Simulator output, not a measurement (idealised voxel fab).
process module | voxel self aligned vias
cross-section cut | 160 nm wide | cells 5 nm
A cross-section is a grid of square cells, given in bands from the top down. A band is one or more rows of cells.
Each band's line starts with the height of the band's top and of its bottom, in nm. Then come its materials from left to right, each with its width in nm. One material with "throughout" fills the band from edge to edge. "air" is empty space.
Height 0 is the level under which the wafer as received is all one material. The lowest band goes on downwards, as in "0 down".
A width such as "30 to 40" changes by the same amount from each row of cells to the next, from the band's top row to its bottom row.
"no change" after a step means that no cell of the cross-section changed.
closed voids: empty space of 8 cells or more with no open way to the top, each as width x height at its distance from the left edge, in nm
after a step's settings: what the simulator itself notes on the step
overlay nm, on a step with a mask: how far to the right of its planned place the mask lay; to the left if negative
plan
1 op RECEIVE | material Si
2 op CONFORMAL_DEP | material SiO2 | thk nm 10
3 op CONFORMAL_DEP | material SiCN | thk nm 5
4 op DIRECTIONAL_DEP | material lowk | thk nm 25
5 op DIRECTIONAL_DEP | material aC | thk nm 15
6 op PATTERN | tone open | mask id LINES | material resist | width nm 25 | pitch nm 55 | thk nm 30 | overlay nm 0
7 op DIRECTIONAL_ETCH | etch materials aC | depth nm 15
8 op STRIP | etch materials resist
9 op DIRECTIONAL_ETCH | etch materials lowk | depth nm 25
10 op STRIP | etch materials aC
11 op CONFORMAL_DEP | material TiN | thk nm 5
12 op FILL_DEP | material Ru | thk nm 5
13 op CMP | height nm 40
14 op SELECTIVE_ETCH | etch materials W Ru TiN | depth nm 5
15 op FILL_DEP | material SiN | thk nm 10
16 op CMP | height nm 40
17 op DIRECTIONAL_DEP | material lowk | thk nm 5
18 op PATTERN | tone open | mask id VIAS | material resist | width nm 35 | pitch nm 55 | thk nm 15 | overlay nm 0
19 op DIRECTIONAL_ETCH | etch materials lowk | depth nm 15
20 op DIRECTIONAL_ETCH | etch materials SiN | depth nm 5
21 op STRIP | etch materials resist
22 op CONFORMAL_DEP | material TiN | thk nm 5
23 op FILL_DEP | material W | thk nm 10
24 op CMP | height nm 55
25 op CONFORMAL_DEP | material SiN | thk nm 5
varied across the wafers: thk nm of step 17. The plan shows the first wafer's value. All wafers start alike
first wafer as received, after step 1
  0 down: Si throughout
  closed voids: none
first wafer at the end, after step 25
  60 to 55: SiN throughout
  55 to 50: W throughout
  50 to 45: TiN 40 | W 25 | TiN 30 | W 25 | TiN 40
  45 to 40: lowk 35 | TiN 5 | W 25 | TiN 5 | lowk 20 | TiN 5 | W 25 | TiN 5 | lowk 35
  40 to 35: lowk 35 | TiN 35 | lowk 20 | TiN 35 | lowk 35
  35 to 30: lowk 35 | TiN 10 | Ru 15 | TiN 10 | lowk 20 | TiN 10 | Ru 15 | TiN 10 | lowk 35
  30 to 20: lowk 40 | TiN 5 | Ru 15 | TiN 5 | lowk 30 | TiN 5 | Ru 15 | TiN 5 | lowk 40
  20 to 15: lowk 40 | TiN 25 | lowk 30 | TiN 25 | lowk 40
  15 to 10: SiCN throughout
  10 to 0: SiO2 throughout
  0 down: Si throughout
  closed voids: none
last wafer at the end
  60 to 55: SiN throughout
  55 to 40: lowk throughout
  40 to 35: lowk 40 | SiN 25 | lowk 30 | SiN 25 | lowk 40
  35 to 20: lowk 40 | TiN 5 | Ru 15 | TiN 5 | lowk 30 | TiN 5 | Ru 15 | TiN 5 | lowk 40
  20 to 15: lowk 40 | TiN 25 | lowk 30 | TiN 25 | lowk 40
  15 to 10: SiCN throughout
  10 to 0: SiO2 throughout
  0 down: Si throughout
  closed voids: none
each wafer at the end: cells of each material gained (+) or lost (-) since it was received, then its closed voids
thk nm 5 | +18 Ru | +32 SiCN | +32 SiN | +64 SiO2 | +66 TiN | +52 W | +120 lowk | closed voids: none
thk nm 10 | +18 Ru | +32 SiCN | +32 SiN | +64 SiO2 | +66 TiN | +30 W | +142 lowk | closed voids: none
thk nm 15 | +18 Ru | +32 SiCN | +32 SiN | +64 SiO2 | +48 TiN | +26 W | +164 lowk | closed voids: none
thk nm 20 | +18 Ru | +32 SiCN | +42 SiN | +64 SiO2 | +40 TiN | +10 W | +178 lowk | closed voids: none
thk nm 25 | +18 Ru | +32 SiCN | +42 SiN | +64 SiO2 | +36 TiN | +192 lowk | closed voids: none
thk nm 30 | +18 Ru | +32 SiCN | +42 SiN | +64 SiO2 | +22 TiN | +206 lowk | closed voids: none
